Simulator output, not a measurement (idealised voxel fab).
The process module that follows is named voxel spacer lines.
Cross-sectional view cut (width: 280 nm; square cell size: 5 nm).
Each cross-section below is a grid of square cells, stated as bands in top-down order, with one or more rows of cells making up each band.
Top, bottom (nm), then materials left to right with widths (nm); lone material tagged "edge to edge" fills the whole band edge to edge; "blank" = empty space.
Convention: height 0 is the level below which the wafer, as received, is all one material. The lowest band does not terminate at the bottom but continues downward, represented as "top 0, no bottom".
A width given as "30..40" starts at the first number in the band's top row and ends at the second number in its bottom row, shifting by an equal amount at every step from row to row.
Take "no modification" at face value: in the step it is given for, the cross-section changed in none of its cells.
Enclosed voids (no open way to top), threshold 8 cells or more, entry "Closed empty spaces", notation width x height at distance, distance from left edge, nm.
It should be noted that, on the line of a given step, the content following the step's settings is a remark produced by the simulator itself with respect to that step.
"overlay nm", when on a step's line for a step with a mask, measures how far to the right of its planned place the mask lay; a negative measure means to the left.

## The planned process steps are enumerated hereunder
- 1: RECEIVE [material Si]
- 2: CONFORMAL_DEP [material Al2O3] [thk nm 10]
- 3: DIRECTIONAL_DEP [material polySi] [thk nm 15]
- 4: DIRECTIONAL_DEP [material aC] [thk nm 20]
- 5: PATTERN [tone cover] [mask id MANDREL] [material resist] [width nm 20] [pitch nm 60] [thk nm 30] [overlay nm 0]
- 6: DIRECTIONAL_ETCH [etch materials aC] [depth nm 20]
- 7: STRIP [etch materials resist]
- 8: CONFORMAL_DEP [material SiO2] [thk nm 10]
- 9: DIRECTIONAL_ETCH [etch materials SiO2] [depth nm 10]
- 10: STRIP [etch materials aC]
- 11: DIRECTIONAL_ETCH [etch materials polySi] [depth nm 15]
- 12: STRIP [etch materials SiO2]

## Cross-section of the wafer as it came to us, i.e., already through step 1
  top 0, no bottom | Si edge to edge
  Closed empty spaces: none

## Post-module cross-section of the first of two wafers (run per plan)
  top 25, bottom 10 | blank=90 / polySi=10 / blank=20 / polySi=10 / blank=20 / polySi=10 / blank=20 / polySi=10 / blank=90
  top 10, bottom 0 | Al2O3 edge to edge
  top 0, no bottom | Si edge to edge
  Closed empty spaces: none

## Now the second wafer, cross-sectioned at the end of the module. Nothing different at the start, nothing different in the plan compared with the first, just one mistake when it was actually run
  top 25, bottom 10 | blank=100 / polySi=10 / blank=20 / polySi=10 / blank=20 / polySi=10 / blank=20 / polySi=10 / blank=80
  top 10, bottom 0 | Al2O3 edge to edge
  top 0, no bottom | Si edge to edge
  Closed empty spaces: none
Diagnosis: step 5 ran with different settings than intended, the actual operation and settings being PATTERN [tone cover] [mask id MANDREL] [material resist] [width nm 20] [pitch nm 60] [thk nm 30] [overlay nm 10]
Comparing end states, the material composition by cell count is preserved from the first wafer to the second, while the locations of the cells are not.
